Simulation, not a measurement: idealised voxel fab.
Process module name: voxel spacer lines
The cross-section shown here is cut; it is 175 nm wide and divided into square cells measuring 5 nm on a side.
The cross-sections in this document take the form of a grid made of square cells. They are written out as bands, in order from top to bottom. Each band consists of one or more rows of cells.
Look at the band entry: it leads with the top's height and the bottom's height in nm. Then it lists the materials left to right, with a width in nm for each. The word "everywhere" on a single material says that material fills the band edge to edge. The word "blank" is empty space.
Heads up on the height convention: 0 is the point under which the incoming wafer is all one material, and the lowest band has no bottom, it just keeps going down, like "z 0 and below".
A width given as "30->40" starts at the first number in the band's top row and ends at the second number in its bottom row, shifting by an equal amount at every step from row to row.
It should be understood that the words "nothing got changed", when stated for a given step, signify that the cross-section underwent no change in any of its cells during that step.
"Enclosed voids" contains a list of empty spaces, each no smaller than 8 cells and without an open way to the top, written in the form width x height at distance with the distance from the left edge and all three in nm.
On each step's line, the part that comes after the settings is the simulator's own comment on the step.
overlay nm: mask offset rightward from planned place, masked step; negative means leftward offset.
STEPS IN THE PROCESS PLAN
1,RECEIVE: material Si
2,CONFORMAL_DEP: material Al2O3, thk nm 10
3,DIRECTIONAL_DEP: material W, thk nm 15
4,DIRECTIONAL_DEP: material polySi, thk nm 30
5,PATTERN: tone cover, mask id MANDREL, material resist, width nm 15, pitch nm 50, thk nm 35, overlay nm 0
6,DIRECTIONAL_ETCH: etch materials polySi, depth nm 30
7,STRIP: etch materials resist
8,CONFORMAL_DEP: material SiO2, thk nm 10
9,DIRECTIONAL_ETCH: etch materials SiO2, depth nm 10
10,STRIP: etch materials polySi
11,DIRECTIONAL_ETCH: etch materials W, depth nm 15
12,STRIP: etch materials SiO2
13,FILL_DEP: material lowk, thk nm 10
14,CMP: height nm 25
CROSS-SECTION, INCOMING MATERIAL, AFTER STEP 1
z 0 and below: Si everywhere
Enclosed voids: none
POST-MODULE CROSS-SECTION: IDENTICAL START AND PLAN TO THOSE ABOVE, ONE MISSTEP IN EXECUTION
z 25 to 10: Al2O3 20 nm; W 10 nm; Al2O3 15 nm; W 10 nm; Al2O3 15 nm; W 10 nm; Al2O3 15 nm; W 10 nm; Al2O3 15 nm; W 10 nm; Al2O3 15 nm; W 10 nm; Al2O3 20 nm
z 10 to 0: Al2O3 everywhere
z 0 and below: Si everywhere
Enclosed voids: none
What was done differently from what was planned? step 13: run off-plan, actual operation and settings FILL_DEP: material Al2O3, thk nm 10
